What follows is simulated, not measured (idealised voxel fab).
process module | voxel released beams
cross-section cut | 205 nm wide | cells 5 nm
A cross-section is a grid of square cells, given in bands from the top down. A band is one or more rows of cells.
Each band's line starts with the height of the band's top and of its bottom, in nm. Then come its materials from left to right, each with its width in nm. One material with "throughout" fills the band from edge to edge. "air" is empty space.
Height 0 is the level under which the wafer as received is all one material. The lowest band goes on downwards, as in "0 down".
A width such as "30 to 40" changes by the same amount from each row of cells to the next, from the band's top row to its bottom row.
"no change" after a step means that no cell of the cross-section changed.
closed voids: empty space of 8 cells or more with no open way to the top, each as width x height at its distance from the left edge, in nm
after a step's settings: what the simulator itself notes on the step
overlay nm, on a step with a mask: how far to the right of its planned place the mask lay; to the left if negative
plan
1 op RECEIVE | material Si
2 op CONFORMAL_DEP | material Al2O3 | thk nm 10
3 op DIRECTIONAL_DEP | material SiO2 | thk nm 15
4 op DIRECTIONAL_DEP | material aC | thk nm 10
5 op PATTERN | tone open | mask id ANCHOR | material resist | width nm 30 | thk nm 30 | overlay nm 0
6 op DIRECTIONAL_ETCH | etch materials aC | depth nm 10
7 op STRIP | etch materials resist
8 op DIRECTIONAL_ETCH | etch materials SiO2 | depth nm 15
9 op STRIP | etch materials aC
10 op CONFORMAL_DEP | material SiN | thk nm 10
11 op PATTERN | tone cover | mask id BEAM | material resist | width nm 100 | thk nm 20 | overlay nm 0
12 op DIRECTIONAL_ETCH | etch materials SiN | depth nm 10
13 op STRIP | etch materials resist
14 op STRIP | etch materials SiO2
as received, after step 1
  0 down: Si throughout
  closed voids: none
first wafer at the end, as planned
  35 to 25: air 50 | SiN 15 | air 10 | SiN 75 | air 55
  25 to 20: air 55 | SiN 10 | air 10 | SiN 10 | air 120
  20 to 10: air 55 | SiN 30 | air 120
  10 to 0: Al2O3 throughout
  0 down: Si throughout
  closed voids: none
second wafer at the end: like start, like plan, one mistake
  40 to 30: air 50 | SiN 15 | air 10 | SiN 75 | air 55
  30 to 25: air 55 | SiN 10 | air 10 | SiN 10 | air 120
  25 to 15: air 55 | SiN 30 | air 120
  15 to 0: Al2O3 throughout
  0 down: Si throughout
  closed voids: none
what went wrong: step 2 ran as: op CONFORMAL_DEP | material Al2O3 | thk nm 15
at the end the second wafer has, in cells: 41 more of Al2O3
